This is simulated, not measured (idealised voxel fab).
process module | voxel transistor to metal
cross-section cut | 265 nm wide | cells 5 nm
A cross-section is a grid of square cells, given in bands from the top down. A band is one or more rows of cells.
Each band's line starts with the height of the band's top and of its bottom, in nm. Then come its materials from left to right, each with its width in nm. One material with "throughout" fills the band from edge to edge. "air" is empty space.
Height 0 is the level under which the wafer as received is all one material. The lowest band goes on downwards, as in "0 down".
A width such as "30 to 40" changes by the same amount from each row of cells to the next, from the band's top row to its bottom row.
"no change" after a step means that no cell of the cross-section changed.
closed voids: empty space of 8 cells or more with no open way to the top, each as width x height at its distance from the left edge, in nm
after a step's settings: what the simulator itself notes on the step
overlay nm, on a step with a mask: how far to the right of its planned place the mask lay; to the left if negative
plan
1 op RECEIVE | material Si
2 op OXIDIZE | depth nm 5
3 op CONFORMAL_DEP | material SiN | thk nm 15
4 op MASKED_ETCH | tone cover | mask id ACTIVE | width nm 105 | pitch nm 130 | etch materials SiN | depth nm 15 | overlay nm 0
5 op MASKED_ETCH | tone cover | mask id ACTIVE | width nm 105 | pitch nm 130 | etch materials SiO2 | depth nm 5 | overlay nm 0
6 op MASKED_ETCH | tone cover | mask id ACTIVE | width nm 105 | pitch nm 130 | etch materials Si | depth nm 30 | overlay nm 0
7 op OXIDIZE | depth nm 5
8 op FILL_DEP | material SiO2 | thk nm 5
9 op CMP | height nm 15
10 op SELECTIVE_ETCH | etch materials SiO2 | depth nm 10
11 op STRIP | etch materials SiN
12 op SELECTIVE_ETCH | etch materials SiO2 | depth nm 5
13 op OXIDIZE | depth nm 5
14 op DIRECTIONAL_DEP | material polySi | thk nm 20
15 op DIRECTIONAL_DEP | material SiCN | thk nm 15
16 op DIRECTIONAL_DEP | material aC | thk nm 15
17 op PATTERN | tone cover | mask id GATE | material resist | width nm 15 | pitch nm 130 | thk nm 35 | overlay nm 0
18 op DIRECTIONAL_ETCH | etch materials aC | depth nm 15
19 op STRIP | etch materials resist
20 op DIRECTIONAL_ETCH | etch materials SiCN | depth nm 25
21 op DIRECTIONAL_ETCH | etch materials polySi | depth nm 30
22 op STRIP | etch materials aC
23 op CONFORMAL_DEP | material SiO2 | thk nm 5
24 op DIRECTIONAL_ETCH | etch materials SiO2 | depth nm 5
25 op CONFORMAL_DEP | material SiN | thk nm 10
26 op DIRECTIONAL_ETCH | etch materials SiN | depth nm 10
27 op DIRECTIONAL_ETCH | etch materials SiO2 | depth nm 5
28 op DIRECTIONAL_ETCH | etch materials Si | depth nm 15
29 op EPI | material SiGe | thk nm 15
30 op FILL_DEP | material SiO2 | thk nm 10
31 op CMP | height nm 30
32 op DIRECTIONAL_DEP | material SiO2 | thk nm 10
33 op DIRECTIONAL_DEP | material aC | thk nm 15
34 op PATTERN | tone open | mask id CONTACT | material resist | width nm 35 | thk nm 35 | overlay nm 0
35 op DIRECTIONAL_ETCH | etch materials aC | depth nm 15
36 op STRIP | etch materials resist
37 op DIRECTIONAL_ETCH | etch materials SiO2 | depth nm 35
38 op STRIP | etch materials aC
39 op CONFORMAL_DEP | material TiN | thk nm 5
40 op FILL_DEP | material Ru | thk nm 10
41 op CMP | height nm 40
42 op CONFORMAL_DEP | material SiN | thk nm 5
43 op DIRECTIONAL_DEP | material SiO2 | thk nm 20
44 op MASKED_ETCH | tone open | mask id METAL_1 | width nm 20 | etch materials SiO2 | depth nm 20 | overlay nm 0
45 op MASKED_ETCH | tone open | mask id METAL_1 | width nm 20 | etch materials SiN | depth nm 5 | overlay nm 0
46 op CONFORMAL_DEP | material TiN | thk nm 5
47 op FILL_DEP | material Cu | thk nm 10
48 op CMP | height nm 65
49 op CONFORMAL_DEP | material SiCN | thk nm 5
first wafer, as planned
as received, after step 1
  0 down: Si throughout
  closed voids: none
after step 2
  0 to -5: SiO2 throughout
  below -5: unchanged
after step 3
  15 to 0: SiN throughout
  below 0: unchanged
after step 4
  15 to 0: air 15 | SiN 105 | air 25 | SiN 105 | air 15
  below 0: unchanged
after step 5
  15 to 0: air 15 | SiN 105 | air 25 | SiN 105 | air 15
  0 to -5: air 15 | SiO2 105 | air 25 | SiO2 105 | air 15
  below -5: unchanged
after step 6
  15 to 0: air 15 | SiN 105 | air 25 | SiN 105 | air 15
  0 to -5: air 15 | SiO2 105 | air 25 | SiO2 105 | air 15
  -5 to -35: air 15 | Si 105 | air 25 | Si 105 | air 15
  below -35: unchanged
after step 7
  15 to 0: air 15 | SiN 105 | air 25 | SiN 105 | air 15
  0 to -5: air 15 | SiO2 105 | air 25 | SiO2 105 | air 15
  -5 to -35: air 15 | SiO2 5 | Si 95 | SiO2 5 | air 25 | SiO2 5 | Si 95 | SiO2 5 | air 15
  -35 to -40: SiO2 20 | Si 95 | SiO2 35 | Si 95 | SiO2 20
  below -40: unchanged
after step 8
  20 to 15: SiO2 throughout
  15 to 0: SiO2 15 | SiN 105 | SiO2 25 | SiN 105 | SiO2 15
  0 to -5: SiO2 throughout
  -5 to -40: SiO2 20 | Si 95 | SiO2 35 | Si 95 | SiO2 20
  below -40: unchanged
after step 9
  15 to 0: SiO2 15 | SiN 105 | SiO2 25 | SiN 105 | SiO2 15
  below 0: unchanged
after step 10
  15 to 5: air 15 | SiN 105 | air 25 | SiN 105 | air 15
  below 5: unchanged
after step 11
  5 to 0: SiO2 15 | air 105 | SiO2 25 | air 105 | SiO2 15
  below 0: unchanged
after step 12
  0 to -5: SiO2 10 | air 115 | SiO2 15 | air 115 | SiO2 10
  below -5: unchanged
after step 13
  0 to -5: SiO2 10 | air 115 | SiO2 15 | air 115 | SiO2 10
  -5 to -10: SiO2 throughout
  below -10: unchanged
after step 14
  20 to 15: polySi 10 | air 115 | polySi 15 | air 115 | polySi 10
  15 to 0: polySi throughout
  0 to -5: SiO2 10 | polySi 115 | SiO2 15 | polySi 115 | SiO2 10
  below -5: unchanged
after step 15
  35 to 30: SiCN 10 | air 115 | SiCN 15 | air 115 | SiCN 10
  30 to 20: SiCN throughout
  20 to 15: polySi 10 | SiCN 115 | polySi 15 | SiCN 115 | polySi 10
  below 15: unchanged
after step 16
  50 to 45: aC 10 | air 115 | aC 15 | air 115 | aC 10
  45 to 35: aC throughout
  35 to 30: SiCN 10 | aC 115 | SiCN 15 | aC 115 | SiCN 10
  below 30: unchanged
after step 17
  85 to 50: air 60 | resist 15 | air 115 | resist 15 | air 60
  50 to 45: aC 10 | air 50 | resist 15 | air 50 | aC 15 | air 50 | resist 15 | air 50 | aC 10
  below 45: unchanged
after step 18
  70 to 45: air 60 | resist 15 | air 115 | resist 15 | air 60
  45 to 35: air 60 | aC 15 | air 115 | aC 15 | air 60
  35 to 30: SiCN 10 | air 50 | aC 15 | air 50 | SiCN 15 | air 50 | aC 15 | air 50 | SiCN 10
  below 30: unchanged
after step 19
  45 to 35: air 60 | aC 15 | air 115 | aC 15 | air 60
  below 35: unchanged
after step 20
  45 to 30: air 60 | aC 15 | air 115 | aC 15 | air 60
  30 to 20: air 60 | SiCN 15 | air 115 | SiCN 15 | air 60
  20 to 15: polySi 10 | air 50 | SiCN 15 | air 50 | polySi 15 | air 50 | SiCN 15 | air 50 | polySi 10
  below 15: unchanged
after step 21
  45 to 30: air 60 | aC 15 | air 115 | aC 15 | air 60
  30 to 15: air 60 | SiCN 15 | air 115 | SiCN 15 | air 60
  15 to 0: air 60 | polySi 15 | air 115 | polySi 15 | air 60
  0 to -5: SiO2 10 | air 50 | polySi 15 | air 50 | SiO2 15 | air 50 | polySi 15 | air 50 | SiO2 10
  below -5: unchanged
after step 22
  30 to 15: air 60 | SiCN 15 | air 115 | SiCN 15 | air 60
  below 15: unchanged
after step 23
  35 to 30: air 55 | SiO2 25 | air 105 | SiO2 25 | air 55
  30 to 15: air 55 | SiO2 5 | SiCN 15 | SiO2 5 | air 105 | SiO2 5 | SiCN 15 | SiO2 5 | air 55
  15 to 5: air 55 | SiO2 5 | polySi 15 | SiO2 5 | air 105 | SiO2 5 | polySi 15 | SiO2 5 | air 55
  5 to 0: SiO2 15 | air 40 | SiO2 5 | polySi 15 | SiO2 5 | air 40 | SiO2 25 | air 40 | SiO2 5 | polySi 15 | SiO2 5 | air 40 | SiO2 15
  0 to -5: SiO2 60 | polySi 15 | SiO2 115 | polySi 15 | SiO2 60
  below -5: unchanged
after step 24
  30 to 15: air 55 | SiO2 5 | SiCN 15 | SiO2 5 | air 105 | SiO2 5 | SiCN 15 | SiO2 5 | air 55
  15 to 0: air 55 | SiO2 5 | polySi 15 | SiO2 5 | air 105 | SiO2 5 | polySi 15 | SiO2 5 | air 55
  0 to -5: SiO2 15 | air 40 | SiO2 5 | polySi 15 | SiO2 5 | air 40 | SiO2 25 | air 40 | SiO2 5 | polySi 15 | SiO2 5 | air 40 | SiO2 15
  below -5: unchanged
after step 25
  40 to 30: air 45 | SiN 45 | air 85 | SiN 45 | air 45
  30 to 15: air 45 | SiN 10 | SiO2 5 | SiCN 15 | SiO2 5 | SiN 10 | air 85 | SiN 10 | SiO2 5 | SiCN 15 | SiO2 5 | SiN 10 | air 45
  15 to 10: air 45 | SiN 10 | SiO2 5 | polySi 15 | SiO2 5 | SiN 10 | air 85 | SiN 10 | SiO2 5 | polySi 15 | SiO2 5 | SiN 10 | air 45
  10 to 5: SiN 25 | air 20 | SiN 10 | SiO2 5 | polySi 15 | SiO2 5 | SiN 10 | air 20 | SiN 45 | air 20 | SiN 10 | SiO2 5 | polySi 15 | SiO2 5 | SiN 10 | air 20 | SiN 25
  5 to 0: SiN 55 | SiO2 5 | polySi 15 | SiO2 5 | SiN 105 | SiO2 5 | polySi 15 | SiO2 5 | SiN 55
  0 to -5: SiO2 15 | SiN 40 | SiO2 5 | polySi 15 | SiO2 5 | SiN 40 | SiO2 25 | SiN 40 | SiO2 5 | polySi 15 | SiO2 5 | SiN 40 | SiO2 15
  below -5: unchanged
after step 26
  30 to 15: air 45 | SiN 10 | SiO2 5 | SiCN 15 | SiO2 5 | SiN 10 | air 85 | SiN 10 | SiO2 5 | SiCN 15 | SiO2 5 | SiN 10 | air 45
  15 to 0: air 45 | SiN 10 | SiO2 5 | polySi 15 | SiO2 5 | SiN 10 | air 85 | SiN 10 | SiO2 5 | polySi 15 | SiO2 5 | SiN 10 | air 45
  0 to -5: SiO2 15 | SiN 10 | air 20 | SiN 10 | SiO2 5 | polySi 15 | SiO2 5 | SiN 10 | air 20 | SiN 10 | SiO2 25 | SiN 10 | air 20 | SiN 10 | SiO2 5 | polySi 15 | SiO2 5 | SiN 10 | air 20 | SiN 10 | SiO2 15
  below -5: unchanged
after step 27
  30 to 25: air 45 | SiN 10 | air 5 | SiCN 15 | air 5 | SiN 10 | air 85 | SiN 10 | air 5 | SiCN 15 | air 5 | SiN 10 | air 45
  25 to 15: air 45 | SiN 10 | SiO2 5 | SiCN 15 | SiO2 5 | SiN 10 | air 85 | SiN 10 | SiO2 5 | SiCN 15 | SiO2 5 | SiN 10 | air 45
  15 to 0: air 45 | SiN 10 | SiO2 5 | polySi 15 | SiO2 5 | SiN 10 | air 85 | SiN 10 | SiO2 5 | polySi 15 | SiO2 5 | SiN 10 | air 45
  0 to -5: air 15 | SiN 10 | air 20 | SiN 10 | SiO2 5 | polySi 15 | SiO2 5 | SiN 10 | air 20 | SiN 10 | air 25 | SiN 10 | air 20 | SiN 10 | SiO2 5 | polySi 15 | SiO2 5 | SiN 10 | air 20 | SiN 10 | air 15
  -5 to -10: SiO2 25 | air 20 | SiO2 45 | air 20 | SiO2 45 | air 20 | SiO2 45 | air 20 | SiO2 25
  below -10: unchanged
after step 28
  30 to 25: air 45 | SiN 10 | air 5 | SiCN 15 | air 5 | SiN 10 | air 85 | SiN 10 | air 5 | SiCN 15 | air 5 | SiN 10 | air 45
  25 to 15: air 45 | SiN 10 | SiO2 5 | SiCN 15 | SiO2 5 | SiN 10 | air 85 | SiN 10 | SiO2 5 | SiCN 15 | SiO2 5 | SiN 10 | air 45
  15 to 0: air 45 | SiN 10 | SiO2 5 | polySi 15 | SiO2 5 | SiN 10 | air 85 | SiN 10 | SiO2 5 | polySi 15 | SiO2 5 | SiN 10 | air 45
  0 to -5: air 15 | SiN 10 | air 20 | SiN 10 | SiO2 5 | polySi 15 | SiO2 5 | SiN 10 | air 20 | SiN 10 | air 25 | SiN 10 | air 20 | SiN 10 | SiO2 5 | polySi 15 | SiO2 5 | SiN 10 | air 20 | SiN 10 | air 15
  -5 to -10: SiO2 25 | air 20 | SiO2 45 | air 20 | SiO2 45 | air 20 | SiO2 45 | air 20 | SiO2 25
  -10 to -25: SiO2 20 | Si 5 | air 20 | Si 45 | air 20 | Si 5 | SiO2 35 | Si 5 | air 20 | Si 45 | air 20 | Si 5 | SiO2 20
  below -25: unchanged
after step 29
  30 to 25: air 45 | SiN 10 | air 5 | SiCN 15 | air 5 | SiN 10 | air 85 | SiN 10 | air 5 | SiCN 15 | air 5 | SiN 10 | air 45
  25 to 15: air 45 | SiN 10 | SiO2 5 | SiCN 15 | SiO2 5 | SiN 10 | air 85 | SiN 10 | SiO2 5 | SiCN 15 | SiO2 5 | SiN 10 | air 45
  15 to 5: air 45 | SiN 10 | SiO2 5 | polySi 15 | SiO2 5 | SiN 10 | air 85 | SiN 10 | SiO2 5 | polySi 15 | SiO2 5 | SiN 10 | air 45
  5 to 0: air 20 | SiGe 25 | SiN 10 | SiO2 5 | polySi 15 | SiO2 5 | SiN 10 | SiGe 25 | air 35 | SiGe 25 | SiN 10 | SiO2 5 | polySi 15 | SiO2 5 | SiN 10 | SiGe 25 | air 20
  0 to -5: air 15 | SiN 10 | SiGe 20 | SiN 10 | SiO2 5 | polySi 15 | SiO2 5 | SiN 10 | SiGe 20 | SiN 10 | air 25 | SiN 10 | SiGe 20 | SiN 10 | SiO2 5 | polySi 15 | SiO2 5 | SiN 10 | SiGe 20 | SiN 10 | air 15
  -5 to -10: SiO2 25 | SiGe 20 | SiO2 45 | SiGe 20 | SiO2 45 | SiGe 20 | SiO2 45 | SiGe 20 | SiO2 25
  -10 to -25: SiO2 20 | Si 5 | SiGe 20 | Si 45 | SiGe 20 | Si 5 | SiO2 35 | Si 5 | SiGe 20 | Si 45 | SiGe 20 | Si 5 | SiO2 20
  below -25: unchanged
after step 30
  40 to 30: SiO2 throughout
  30 to 15: SiO2 45 | SiN 10 | SiO2 5 | SiCN 15 | SiO2 5 | SiN 10 | SiO2 85 | SiN 10 | SiO2 5 | SiCN 15 | SiO2 5 | SiN 10 | SiO2 45
  15 to 5: SiO2 45 | SiN 10 | SiO2 5 | polySi 15 | SiO2 5 | SiN 10 | SiO2 85 | SiN 10 | SiO2 5 | polySi 15 | SiO2 5 | SiN 10 | SiO2 45
  5 to 0: SiO2 20 | SiGe 25 | SiN 10 | SiO2 5 | polySi 15 | SiO2 5 | SiN 10 | SiGe 25 | SiO2 35 | SiGe 25 | SiN 10 | SiO2 5 | polySi 15 | SiO2 5 | SiN 10 | SiGe 25 | SiO2 20
  0 to -5: SiO2 15 | SiN 10 | SiGe 20 | SiN 10 | SiO2 5 | polySi 15 | SiO2 5 | SiN 10 | SiGe 20 | SiN 10 | SiO2 25 | SiN 10 | SiGe 20 | SiN 10 | SiO2 5 | polySi 15 | SiO2 5 | SiN 10 | SiGe 20 | SiN 10 | SiO2 15
  below -5: unchanged
after step 31
  30 to 15: SiO2 45 | SiN 10 | SiO2 5 | SiCN 15 | SiO2 5 | SiN 10 | SiO2 85 | SiN 10 | SiO2 5 | SiCN 15 | SiO2 5 | SiN 10 | SiO2 45
  below 15: unchanged
after step 32
  40 to 30: SiO2 throughout
  below 30: unchanged
after step 33
  55 to 40: aC throughout
  below 40: unchanged
after step 34
  90 to 55: resist 20 | air 35 | resist 25 | air 35 | resist 35 | air 35 | resist 25 | air 35 | resist 20
  below 55: unchanged
after step 35
  75 to 55: resist 20 | air 35 | resist 25 | air 35 | resist 35 | air 35 | resist 25 | air 35 | resist 20
  55 to 40: aC 20 | air 35 | aC 25 | air 35 | aC 35 | air 35 | aC 25 | air 35 | aC 20
  below 40: unchanged
after step 36
  55 to 40: aC 20 | air 35 | aC 25 | air 35 | aC 35 | air 35 | aC 25 | air 35 | aC 20
  below 40: unchanged
after step 37
  55 to 40: aC 20 | air 35 | aC 25 | air 35 | aC 35 | air 35 | aC 25 | air 35 | aC 20
  40 to 30: SiO2 20 | air 35 | SiO2 25 | air 35 | SiO2 35 | air 35 | SiO2 25 | air 35 | SiO2 20
  30 to 15: SiO2 20 | air 25 | SiN 10 | SiO2 5 | SiCN 15 | SiO2 5 | SiN 10 | air 25 | SiO2 35 | air 25 | SiN 10 | SiO2 5 | SiCN 15 | SiO2 5 | SiN 10 | air 25 | SiO2 20
  15 to 5: SiO2 20 | air 25 | SiN 10 | SiO2 5 | polySi 15 | SiO2 5 | SiN 10 | air 25 | SiO2 35 | air 25 | SiN 10 | SiO2 5 | polySi 15 | SiO2 5 | SiN 10 | air 25 | SiO2 20
  below 5: unchanged
after step 38
  40 to 30: SiO2 20 | air 35 | SiO2 25 | air 35 | SiO2 35 | air 35 | SiO2 25 | air 35 | SiO2 20
  below 30: unchanged
after step 39
  45 to 40: TiN 25 | air 25 | TiN 35 | air 25 | TiN 45 | air 25 | TiN 35 | air 25 | TiN 25
  40 to 30: SiO2 20 | TiN 5 | air 25 to 15 | TiN 5 to 15 | SiO2 25 | TiN 5 to 15 | air 25 to 15 | TiN 5 | SiO2 35 | TiN 5 | air 25 to 15 | TiN 5 to 15 | SiO2 25 | TiN 5 to 15 | air 25 to 15 | TiN 5 | SiO2 20
  30 to 15: SiO2 20 | TiN 5 | air 15 | TiN 5 | SiN 10 | SiO2 5 | SiCN 15 | SiO2 5 | SiN 10 | TiN 5 | air 15 | TiN 5 | SiO2 35 | TiN 5 | air 15 | TiN 5 | SiN 10 | SiO2 5 | SiCN 15 | SiO2 5 | SiN 10 | TiN 5 | air 15 | TiN 5 | SiO2 20
  15 to 10: SiO2 20 | TiN 5 | air 15 | TiN 5 | SiN 10 | SiO2 5 | polySi 15 | SiO2 5 | SiN 10 | TiN 5 | air 15 | TiN 5 | SiO2 35 | TiN 5 | air 15 | TiN 5 | SiN 10 | SiO2 5 | polySi 15 | SiO2 5 | SiN 10 | TiN 5 | air 15 | TiN 5 | SiO2 20
  10 to 5: SiO2 20 | TiN 25 | SiN 10 | SiO2 5 | polySi 15 | SiO2 5 | SiN 10 | TiN 25 | SiO2 35 | TiN 25 | SiN 10 | SiO2 5 | polySi 15 | SiO2 5 | SiN 10 | TiN 25 | SiO2 20
  below 5: unchanged
after step 40
  55 to 45: Ru throughout
  45 to 40: TiN 25 | Ru 25 | TiN 35 | Ru 25 | TiN 45 | Ru 25 | TiN 35 | Ru 25 | TiN 25
  40 to 30: SiO2 20 | TiN 5 | Ru 25 to 15 | TiN 5 to 15 | SiO2 25 | TiN 5 to 15 | Ru 25 to 15 | TiN 5 | SiO2 35 | TiN 5 | Ru 25 to 15 | TiN 5 to 15 | SiO2 25 | TiN 5 to 15 | Ru 25 to 15 | TiN 5 | SiO2 20
  30 to 15: SiO2 20 | TiN 5 | Ru 15 | TiN 5 | SiN 10 | SiO2 5 | SiCN 15 | SiO2 5 | SiN 10 | TiN 5 | Ru 15 | TiN 5 | SiO2 35 | TiN 5 | Ru 15 | TiN 5 | SiN 10 | SiO2 5 | SiCN 15 | SiO2 5 | SiN 10 | TiN 5 | Ru 15 | TiN 5 | SiO2 20
  15 to 10: SiO2 20 | TiN 5 | Ru 15 | TiN 5 | SiN 10 | SiO2 5 | polySi 15 | SiO2 5 | SiN 10 | TiN 5 | Ru 15 | TiN 5 | SiO2 35 | TiN 5 | Ru 15 | TiN 5 | SiN 10 | SiO2 5 | polySi 15 | SiO2 5 | SiN 10 | TiN 5 | Ru 15 | TiN 5 | SiO2 20
  below 10: unchanged
after step 41
  40 to 30: SiO2 20 | TiN 5 | Ru 25 to 15 | TiN 5 to 15 | SiO2 25 | TiN 5 to 15 | Ru 25 to 15 | TiN 5 | SiO2 35 | TiN 5 | Ru 25 to 15 | TiN 5 to 15 | SiO2 25 | TiN 5 to 15 | Ru 25 to 15 | TiN 5 | SiO2 20
  below 30: unchanged
after step 42
  45 to 40: SiN throughout
  below 40: unchanged
after step 43
  65 to 45: SiO2 throughout
  below 45: unchanged
after step 44
  65 to 45: SiO2 20 | air 20 | SiO2 55 | air 20 | SiO2 35 | air 20 | SiO2 55 | air 20 | SiO2 20
  below 45: unchanged
after step 45
  65 to 45: SiO2 20 | air 20 | SiO2 55 | air 20 | SiO2 35 | air 20 | SiO2 55 | air 20 | SiO2 20
  45 to 40: SiN 20 | air 20 | SiN 55 | air 20 | SiN 35 | air 20 | SiN 55 | air 20 | SiN 20
  below 40: unchanged
after step 46
  70 to 65: TiN 25 | air 10 | TiN 65 | air 10 | TiN 45 | air 10 | TiN 65 | air 10 | TiN 25
  65 to 45: SiO2 20 | TiN 5 | air 10 | TiN 5 | SiO2 55 | TiN 5 | air 10 | TiN 5 | SiO2 35 | TiN 5 | air 10 | TiN 5 | SiO2 55 | TiN 5 | air 10 | TiN 5 | SiO2 20
  45 to 40: SiN 20 | TiN 20 | SiN 55 | TiN 20 | SiN 35 | TiN 20 | SiN 55 | TiN 20 | SiN 20
  below 40: unchanged
after step 47
  80 to 70: Cu throughout
  70 to 65: TiN 25 | Cu 10 | TiN 65 | Cu 10 | TiN 45 | Cu 10 | TiN 65 | Cu 10 | TiN 25
  65 to 45: SiO2 20 | TiN 5 | Cu 10 | TiN 5 | SiO2 55 | TiN 5 | Cu 10 | TiN 5 | SiO2 35 | TiN 5 | Cu 10 | TiN 5 | SiO2 55 | TiN 5 | Cu 10 | TiN 5 | SiO2 20
  below 45: unchanged
after step 48
  65 to 45: SiO2 20 | TiN 5 | Cu 10 | TiN 5 | SiO2 55 | TiN 5 | Cu 10 | TiN 5 | SiO2 35 | TiN 5 | Cu 10 | TiN 5 | SiO2 55 | TiN 5 | Cu 10 | TiN 5 | SiO2 20
  below 45: unchanged
after step 49
  70 to 65: SiCN throughout
  below 65: unchanged
second wafer: like start, like plan, one mistake. Through step 33 it matches the first wafer
when step 34 should have ended
  90 to 55: resist 25 | air 35 | resist 25 | air 35 | resist 35 | air 35 | resist 25 | air 35 | resist 15
  below 55: unchanged
when step 35 should have ended
  75 to 55: resist 25 | air 35 | resist 25 | air 35 | resist 35 | air 35 | resist 25 | air 35 | resist 15
  55 to 40: aC 25 | air 35 | aC 25 | air 35 | aC 35 | air 35 | aC 25 | air 35 | aC 15
  below 40: unchanged
when step 36 should have ended
  55 to 40: aC 25 | air 35 | aC 25 | air 35 | aC 35 | air 35 | aC 25 | air 35 | aC 15
  below 40: unchanged
when step 37 should have ended
  55 to 40: aC 25 | air 35 | aC 25 | air 35 | aC 35 | air 35 | aC 25 | air 35 | aC 15
  40 to 30: SiO2 25 | air 35 | SiO2 25 | air 35 | SiO2 35 | air 35 | SiO2 25 | air 35 | SiO2 15
  30 to 15: SiO2 25 | air 20 | SiN 10 | air 5 | SiCN 15 | SiO2 5 | SiN 10 | air 30 | SiO2 35 | air 20 | SiN 10 | air 5 | SiCN 15 | SiO2 5 | SiN 10 | air 30 | SiO2 15
  15 to 5: SiO2 25 | air 20 | SiN 10 | air 5 | polySi 15 | SiO2 5 | SiN 10 | air 30 | SiO2 35 | air 20 | SiN 10 | air 5 | polySi 15 | SiO2 5 | SiN 10 | air 30 | SiO2 15
  below 5: unchanged
when step 38 should have ended
  40 to 30: SiO2 25 | air 35 | SiO2 25 | air 35 | SiO2 35 | air 35 | SiO2 25 | air 35 | SiO2 15
  below 30: unchanged
when step 39 should have ended
  45 to 40: TiN 30 | air 25 | TiN 35 | air 25 | TiN 45 | air 25 | TiN 35 | air 25 | TiN 20
  40 to 30: SiO2 25 | TiN 5 | air 25 to 10 | TiN 5 to 20 | SiO2 25 | TiN 5 to 10 | air 25 to 20 | TiN 5 | SiO2 35 | TiN 5 | air 25 to 10 | TiN 5 to 20 | SiO2 25 | TiN 5 to 10 | air 25 to 20 | TiN 5 | SiO2 15
  30 to 15: SiO2 25 | TiN 5 | air 10 | TiN 5 | SiN 10 | TiN 5 | SiCN 15 | SiO2 5 | SiN 10 | TiN 5 | air 20 | TiN 5 | SiO2 35 | TiN 5 | air 10 | TiN 5 | SiN 10 | TiN 5 | SiCN 15 | SiO2 5 | SiN 10 | TiN 5 | air 20 | TiN 5 | SiO2 15
  15 to 10: SiO2 25 | TiN 5 | air 10 | TiN 5 | SiN 10 | TiN 5 | polySi 15 | SiO2 5 | SiN 10 | TiN 5 | air 20 | TiN 5 | SiO2 35 | TiN 5 | air 10 | TiN 5 | SiN 10 | TiN 5 | polySi 15 | SiO2 5 | SiN 10 | TiN 5 | air 20 | TiN 5 | SiO2 15
  10 to 5: SiO2 25 | TiN 20 | SiN 10 | TiN 5 | polySi 15 | SiO2 5 | SiN 10 | TiN 30 | SiO2 35 | TiN 20 | SiN 10 | TiN 5 | polySi 15 | SiO2 5 | SiN 10 | TiN 30 | SiO2 15
  below 5: unchanged
when step 40 should have ended
  55 to 45: Ru throughout
  45 to 40: TiN 30 | Ru 25 | TiN 35 | Ru 25 | TiN 45 | Ru 25 | TiN 35 | Ru 25 | TiN 20
  40 to 30: SiO2 25 | TiN 5 | Ru 25 to 10 | TiN 5 to 20 | SiO2 25 | TiN 5 to 10 | Ru 25 to 20 | TiN 5 | SiO2 35 | TiN 5 | Ru 25 to 10 | TiN 5 to 20 | SiO2 25 | TiN 5 to 10 | Ru 25 to 20 | TiN 5 | SiO2 15
  30 to 15: SiO2 25 | TiN 5 | Ru 10 | TiN 5 | SiN 10 | TiN 5 | SiCN 15 | SiO2 5 | SiN 10 | TiN 5 | Ru 20 | TiN 5 | SiO2 35 | TiN 5 | Ru 10 | TiN 5 | SiN 10 | TiN 5 | SiCN 15 | SiO2 5 | SiN 10 | TiN 5 | Ru 20 | TiN 5 | SiO2 15
  15 to 10: SiO2 25 | TiN 5 | Ru 10 | TiN 5 | SiN 10 | TiN 5 | polySi 15 | SiO2 5 | SiN 10 | TiN 5 | Ru 20 | TiN 5 | SiO2 35 | TiN 5 | Ru 10 | TiN 5 | SiN 10 | TiN 5 | polySi 15 | SiO2 5 | SiN 10 | TiN 5 | Ru 20 | TiN 5 | SiO2 15
  below 10: unchanged
when step 41 should have ended
  40 to 30: SiO2 25 | TiN 5 | Ru 25 to 10 | TiN 5 to 20 | SiO2 25 | TiN 5 to 10 | Ru 25 to 20 | TiN 5 | SiO2 35 | TiN 5 | Ru 25 to 10 | TiN 5 to 20 | SiO2 25 | TiN 5 to 10 | Ru 25 to 20 | TiN 5 | SiO2 15
  below 30: unchanged
when step 42 should have ended
  45 to 40: SiN throughout
  below 40: unchanged
when step 43 should have ended
  65 to 45: SiO2 throughout
  below 45: unchanged
when step 44 should have ended
  65 to 45: SiO2 20 | air 20 | SiO2 55 | air 20 | SiO2 35 | air 20 | SiO2 55 | air 20 | SiO2 20
  below 45: unchanged
when step 45 should have ended
  65 to 45: SiO2 20 | air 20 | SiO2 55 | air 20 | SiO2 35 | air 20 | SiO2 55 | air 20 | SiO2 20
  45 to 40: SiN 20 | air 20 | SiN 55 | air 20 | SiN 35 | air 20 | SiN 55 | air 20 | SiN 20
  below 40: unchanged
when step 46 should have ended
  70 to 65: TiN 25 | air 10 | TiN 65 | air 10 | TiN 45 | air 10 | TiN 65 | air 10 | TiN 25
  65 to 45: SiO2 20 | TiN 5 | air 10 | TiN 5 | SiO2 55 | TiN 5 | air 10 | TiN 5 | SiO2 35 | TiN 5 | air 10 | TiN 5 | SiO2 55 | TiN 5 | air 10 | TiN 5 | SiO2 20
  45 to 40: SiN 20 | TiN 20 | SiN 55 | TiN 20 | SiN 35 | TiN 20 | SiN 55 | TiN 20 | SiN 20
  below 40: unchanged
when step 47 should have ended
  80 to 70: Cu throughout
  70 to 65: TiN 25 | Cu 10 | TiN 65 | Cu 10 | TiN 45 | Cu 10 | TiN 65 | Cu 10 | TiN 25
  65 to 45: SiO2 20 | TiN 5 | Cu 10 | TiN 5 | SiO2 55 | TiN 5 | Cu 10 | TiN 5 | SiO2 35 | TiN 5 | Cu 10 | TiN 5 | SiO2 55 | TiN 5 | Cu 10 | TiN 5 | SiO2 20
  below 45: unchanged
when step 48 should have ended
  65 to 45: SiO2 20 | TiN 5 | Cu 10 | TiN 5 | SiO2 55 | TiN 5 | Cu 10 | TiN 5 | SiO2 35 | TiN 5 | Cu 10 | TiN 5 | SiO2 55 | TiN 5 | Cu 10 | TiN 5 | SiO2 20
  below 45: unchanged
when step 49 should have ended
  70 to 65: SiCN throughout
  below 65: unchanged
what went wrong: step 34 ran as: op PATTERN | tone open | mask id CONTACT | material resist | width nm 35 | thk nm 35 | overlay nm 5
at the end the second wafer has, in cells: 10 fewer of SiO2 | 10 more of TiN
